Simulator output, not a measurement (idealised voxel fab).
voxel gate over fins: a process module
Each square cell in cross-section cut measures 5 nm, and the section as a whole is 240 nm wide.
A cross-section is written here as square cells arranged in a grid, and it is given in bands from the top down, each band taking up one or more rows of cells.
For a band, the entry starts with two heights in nm, that of the top and then that of the bottom, and carries on with the band's materials in order from left to right, each alongside its width in nm; the word "edge to edge" beside a single material means it fills the band edge to edge, and "air" means empty space.
Zero point of the height axis is 0; under it, received wafer = one material. Lowest band: continues down indefinitely, "top 0, no bottom".
Width spec "30..40" -> top row of cells at first value, bottom row at second value, equal per-row change in between.
"no alterations made", as given for a step, is the statement that not any cell of the cross-section underwent a change during that step.
"Cavities, sealed": empty spaces of 8 cells or more with no open way to the top, each given as width x height at distance, distance from the left edge, all in nm.
Step line, after settings: the simulator's comment on this step.
overlay nm: on a step with a mask, how far right of its planned place the mask lay; negative means left.
-- The planned process steps are enumerated hereunder
1 RECEIVE: material Si
2 CONFORMAL_DEP: material SiN, thk nm 5
3 PATTERN: tone cover, mask id FINS, material resist, width nm 15, pitch nm 40, thk nm 15, overlay nm 0
4 DIRECTIONAL_ETCH: etch materials SiN, depth nm 5
5 DIRECTIONAL_ETCH: etch materials Si, depth nm 30
6 STRIP: etch materials resist
7 OXIDIZE: depth nm 5
8 FILL_DEP: material SiO2, thk nm 15
9 CMP: height nm 5
10 SELECTIVE_ETCH: etch materials SiO2, depth nm 15
11 STRIP: etch materials SiN
12 CONFORMAL_DEP: material HfO2, thk nm 5
13 CONFORMAL_DEP: material TiN, thk nm 5
14 FILL_DEP: material W, thk nm 10
15 CMP: height nm 15
16 CONFORMAL_DEP: material SiN, thk nm 5
-- Delivered wafer in cross-section: state after step 1
> top 0, no bottom: Si edge to edge
> Cavities, sealed: none
-- End-of-module cross-section of the first of two wafers, processed as planned
> top 20, bottom 15: SiN edge to edge
> top 15, bottom 10: W edge to edge
> top 10, bottom 5: W 45 nm | TiN 25 nm | W 15 nm | TiN 25 nm | W 15 nm | TiN 25 nm | W 15 nm | TiN 25 nm | W 50 nm
> top 5, bottom 0: W 45 nm | TiN 5 nm | HfO2 15 nm | TiN 5 nm | W 15 nm | TiN 5 nm | HfO2 15 nm | TiN 5 nm | W 15 nm | TiN 5 nm | HfO2 15 nm | TiN 5 nm | W 15 nm | TiN 5 nm | HfO2 15 nm | TiN 5 nm | W 50 nm
> top 0, bottom -5: TiN 50 nm | HfO2 5 nm | Si 5 nm | HfO2 5 nm | TiN 25 nm | HfO2 5 nm | Si 5 nm | HfO2 5 nm | TiN 25 nm | HfO2 5 nm | Si 5 nm | HfO2 5 nm | TiN 25 nm | HfO2 5 nm | Si 5 nm | HfO2 5 nm | TiN 55 nm
> top -5, bottom -10: HfO2 55 nm | Si 5 nm | HfO2 35 nm | Si 5 nm | HfO2 35 nm | Si 5 nm | HfO2 35 nm | Si 5 nm | HfO2 60 nm
> top -10, bottom -35: SiO2 55 nm | Si 5 nm | SiO2 35 nm | Si 5 nm | SiO2 35 nm | Si 5 nm | SiO2 35 nm | Si 5 nm | SiO2 60 nm
> top -35, no bottom: Si edge to edge
> Cavities, sealed: none
-- Wafer two, end of module, cross-section. Same start, same plan as wafer one. One mistake in the run
> top 20, bottom 15: SiN edge to edge
> top 15, bottom 5: W edge to edge
> top 5, bottom 0: W 50 nm | TiN 15 nm | W 25 nm | TiN 15 nm | W 25 nm | TiN 15 nm | W 25 nm | TiN 15 nm | W 55 nm
> top 0, bottom -5: W 50 nm | TiN 5 nm | Si 5 nm | TiN 5 nm | W 25 nm | TiN 5 nm | Si 5 nm | TiN 5 nm | W 25 nm | TiN 5 nm | Si 5 nm | TiN 5 nm | W 25 nm | TiN 5 nm | Si 5 nm | TiN 5 nm | W 55 nm
> top -5, bottom -10: TiN 55 nm | Si 5 nm | TiN 35 nm | Si 5 nm | TiN 35 nm | Si 5 nm | TiN 35 nm | Si 5 nm | TiN 60 nm
> top -10, bottom -35: SiO2 55 nm | Si 5 nm | SiO2 35 nm | Si 5 nm | SiO2 35 nm | Si 5 nm | SiO2 35 nm | Si 5 nm | SiO2 60 nm
> top -35, no bottom: Si edge to edge
> Cavities, sealed: none
Short version of what went wrong: execution of step 12 of the plan did not take place, the step having been omitted
Final wafer comparison in cells, second versus first, more or fewer per material: -64 HfO2, +64 W
